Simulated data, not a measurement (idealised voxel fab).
Name of the process module below: voxel local oxidation
The cross-section shown here is cut; it is 240 nm wide and divided into square cells measuring 5 nm on a side.
Cross-sections here: square-cell grids, written as top-down lists of bands, a band being one or more rows of cells.
Top, bottom (nm), then materials left to right with widths (nm); lone material tagged "all across" fills the whole band edge to edge; "air" = empty space.
Height reference: 0 = level under which incoming wafer is all one material. Lowest band: no bottom, runs on downward, e.g. "0 -> down".
So if you see something like "30..40" for the width, read it as the top row of the band sitting at the first number and the bottom row at the second, with every row in between moving by the same amount as the last.
What does "nothing altered" mean for a step? It means no cell of the cross-section changed in that step.
"Encapsulated voids" - sealed voids, min. 8 cells, no opening to top; format: width x height at distance (distance from left edge; nm throughout).
Where a step's line continues beyond its settings, the continuation is a remark by the simulator itself on that step.
overlay nm: step with mask; distance mask lay right of planned place; negative value = left of planned place.

Steps in the process plan:
step 1: RECEIVE (material Si)
step 2: OXIDIZE (depth nm 5)
step 3: CONFORMAL_DEP (material SiN; thk nm 15)
step 4: MASKED_ETCH (tone cover; mask id ACTIVE; width nm 115; etch materials SiN; depth nm 15; overlay nm 0)
step 5: SELECTIVE_ETCH (etch materials SiO2; depth nm 5)
step 6: OXIDIZE (depth nm 10)
step 7: STRIP (etch materials SiN)

Here's what the wafer looked like in cross-section when it arrived - that's after step 1:
	0 -> down: Si all across
	Encapsulated voids: none

Result of the module, cross-sectioned: start per above, plan per above, one error in how it was run:
	0 -> -5: 65 nm air, then 105 nm SiO2, then 70 nm air
	-5 -> -20: 80 nm SiO2, then 75 nm Si, then 85 nm SiO2
	-20 -> down: Si all across
	Encapsulated voids: none
Which mistake was made when the wafer was run? step 6 did not happen as planned, as run it was OXIDIZE (depth nm 15)
